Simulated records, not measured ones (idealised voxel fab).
Process module, titled voxel self aligned vias
Displayed cross-section: cut, width of 295 nm, square cells sized 5 nm.
Cross-section layout: square cells on a grid; listed as bands, top to bottom; a band spans one or more cell rows. Each band's line starts with the height of the band's top and of its bottom, in nm. Then come its materials from left to right, each with its width in nm. One material with "edge to edge" fills the band from edge to edge. "empty" is empty space. Where do heights start? At 0: under that level the wafer as delivered is made of one material only. And the lowest band has no floor; it just carries on downward, as in "0 -> down". The notation "30..40" denotes a width that varies across the rows of cells in the band, beginning at the first number in the top row, finishing at the second number in the bottom row, and changing by an identical amount from each row to the next. Where the words "same as before" appear for a step, the cross-section shows no cell changed by that step; every cell remained as before. Each empty space that has no open way to the top and spans at least 8 cells appears under "Catalogued sealed voids" as width x height at distance, the distance counted from the left edge, all in nm. Anything after a step's settings on that line? It's the simulator's own note about the step. When a step includes a mask, the "overlay nm" setting on its line states how far to the right of its planned place that mask lay, and negative values state how far to the left.
Listed below are the process steps as planned
| 1 | RECEIVE,material Si |
| 2 | CONFORMAL_DEP,material SiO2,thk nm 15 |
| 3 | CONFORMAL_DEP,material SiCN,thk nm 5 |
| 4 | DIRECTIONAL_DEP,material SiO2,thk nm 20 |
| 5 | PATTERN,tone open,mask id LINES,material resist,width nm 20,pitch nm 60,thk nm 15,overlay nm 0 |
| 6 | DIRECTIONAL_ETCH,etch materials SiO2,depth nm 20 |
| 7 | STRIP,etch materials resist |
| 8 | CONFORMAL_DEP,material TiN,thk nm 5 |
| 9 | FILL_DEP,material Ru,thk nm 5 |
| 10 | CMP,height nm 40 |
| 11 | SELECTIVE_ETCH,etch materials W Ru TiN,depth nm 5 |
| 12 | FILL_DEP,material SiN,thk nm 5 |
| 13 | CMP,height nm 40 |
| 14 | DIRECTIONAL_DEP,material SiO2,thk nm 20 |
| 15 | PATTERN,tone open,mask id VIAS,material resist,width nm 30,pitch nm 60,thk nm 20,overlay nm 0 |
| 16 | DIRECTIONAL_ETCH,etch materials SiO2,depth nm 20 |
| 17 | DIRECTIONAL_ETCH,etch materials SiN,depth nm 5 |
| 18 | STRIP,etch materials resist |
| 19 | CONFORMAL_DEP,material TiN,thk nm 5 |
| 20 | FILL_DEP,material Cu,thk nm 10 |
| 21 | CMP,height nm 60 |
| 22 | CONFORMAL_DEP,material SiN,thk nm 5 |
Incoming wafer in cross-section (state: after step 1)
* 0 -> down  Si edge to edge
* Catalogued sealed voids: none
One mistake in running the module, otherwise start and plan as above: cross-section at the end
* 80 -> 75  SiN edge to edge
* 75 -> 65  Cu edge to edge
* 65 -> 60  75 TiN / 20 Cu / 40 TiN / 20 Cu / 40 TiN / 20 Cu / 80 TiN
* 60 -> 45  70 SiO2 / 5 TiN / 20 Cu / 5 TiN / 30 SiO2 / 5 TiN / 20 Cu / 5 TiN / 30 SiO2 / 5 TiN / 20 Cu / 5 TiN / 75 SiO2
* 45 -> 40  70 SiO2 / 10 TiN / 10 Cu / 10 TiN / 30 SiO2 / 10 TiN / 10 Cu / 10 TiN / 30 SiO2 / 10 TiN / 10 Cu / 10 TiN / 75 SiO2
* 40 -> 35  75 SiO2 / 20 TiN / 40 SiO2 / 20 TiN / 40 SiO2 / 20 TiN / 80 SiO2
* 35 -> 25  75 SiO2 / 5 TiN / 10 Ru / 5 TiN / 40 SiO2 / 5 TiN / 10 Ru / 5 TiN / 40 SiO2 / 5 TiN / 10 Ru / 5 TiN / 80 SiO2
* 25 -> 20  75 SiO2 / 20 TiN / 40 SiO2 / 20 TiN / 40 SiO2 / 20 TiN / 80 SiO2
* 20 -> 15  SiCN edge to edge
* 15 -> 0  SiO2 edge to edge
* 0 -> down  Si edge to edge
* Catalogued sealed voids: none
Which mistake was made when the wafer was run? no execution of plan step 21; skipped
